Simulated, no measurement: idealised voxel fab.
This section sets out a process module, namely voxel self aligned contacts.
Shown is cross-section cut, with a width of 280 nm and square cells of size 5 nm.
Heads up, the way a cross-section reads in here is a grid of square cells, handed over as bands from the top down, with every band being one or more rows of cells. Band entry format. Leading values: height of top, height of bottom, nm. Remainder: materials in left-to-right order, each with its width in nm. Special words: "edge to edge" on a single material, which then fills the band edge to edge; "empty", empty space. Measure heights from 0. That's the level where, below it, the as-received wafer is all one material. The lowest band is bottomless and extends downward; write it as in "z 0 and below". Width "30->40": first value at the band's top row of cells, second value at its bottom row, equal change from row to row. You'll sometimes find "no change occurred" written for a step, and that's the way of saying that nowhere in the cross-section did a cell change during that step. In the "Trapped cavities" entry, you get each enclosed empty space of 8 cells or more, one with no open way to the top, written width x height at distance, distance from the left edge, in nm. On a step's line, text after the settings is the simulator commenting on that step. overlay nm, on a step with a mask: how far to the right of its planned place the mask lay; to the left if negative.
Intended process steps:
step 1: op RECEIVE | material Si
step 2: op CONFORMAL_DEP | material SiO2 | thk nm 5
step 3: op DIRECTIONAL_DEP | material polySi | thk nm 30
step 4: op DIRECTIONAL_DEP | material SiN | thk nm 15
step 5: op DIRECTIONAL_DEP | material aC | thk nm 10
step 6: op PATTERN | tone cover | mask id GATE | material resist | width nm 30 | pitch nm 60 | thk nm 25 | overlay nm 0
step 7: op DIRECTIONAL_ETCH | etch materials aC | depth nm 10
step 8: op STRIP | etch materials resist
step 9: op DIRECTIONAL_ETCH | etch materials SiN | depth nm 15
step 10: op DIRECTIONAL_ETCH | etch materials polySi | depth nm 30
step 11: op STRIP | etch materials aC
step 12: op CONFORMAL_DEP | material SiN | thk nm 5
step 13: op DIRECTIONAL_ETCH | etch materials SiN | depth nm 5
step 14: op FILL_DEP | material SiO2 | thk nm 15
step 15: op CMP | height nm 60
step 16: op MASKED_ETCH | tone open | mask id CONTACT | width nm 40 | etch materials SiO2 | depth nm 60 | overlay nm 0
step 17: op CONFORMAL_DEP | material TiN | thk nm 5
step 18: op FILL_DEP | material W | thk nm 10
step 19: op CMP | height nm 60
step 20: op CONFORMAL_DEP | material SiCN | thk nm 5
Cross-section of the wafer as it came to us, i.e., already through step 1:
- z 0 and below: Si edge to edge
- Trapped cavities: none
Starting structure and process plan are as shown above, but one mistake was made in running the module; the wafer cross-section at the end of the module follows:
- z 65 to 60: SiCN edge to edge
- z 60 to 55: SiO2=90 | SiN=40 | TiN=5 | W=10 | TiN=5 | SiN=40 | SiO2=90
- z 55 to 50: SiO2=90 | SiN=40 | TiN=20 | SiN=40 | SiO2=90
- z 50 to 35: SiN edge to edge
- z 35 to 5: polySi edge to edge
- z 5 to 0: SiO2 edge to edge
- z 0 and below: Si edge to edge
- Trapped cavities: none
Plan not followed: step 4 from the plan got run twice
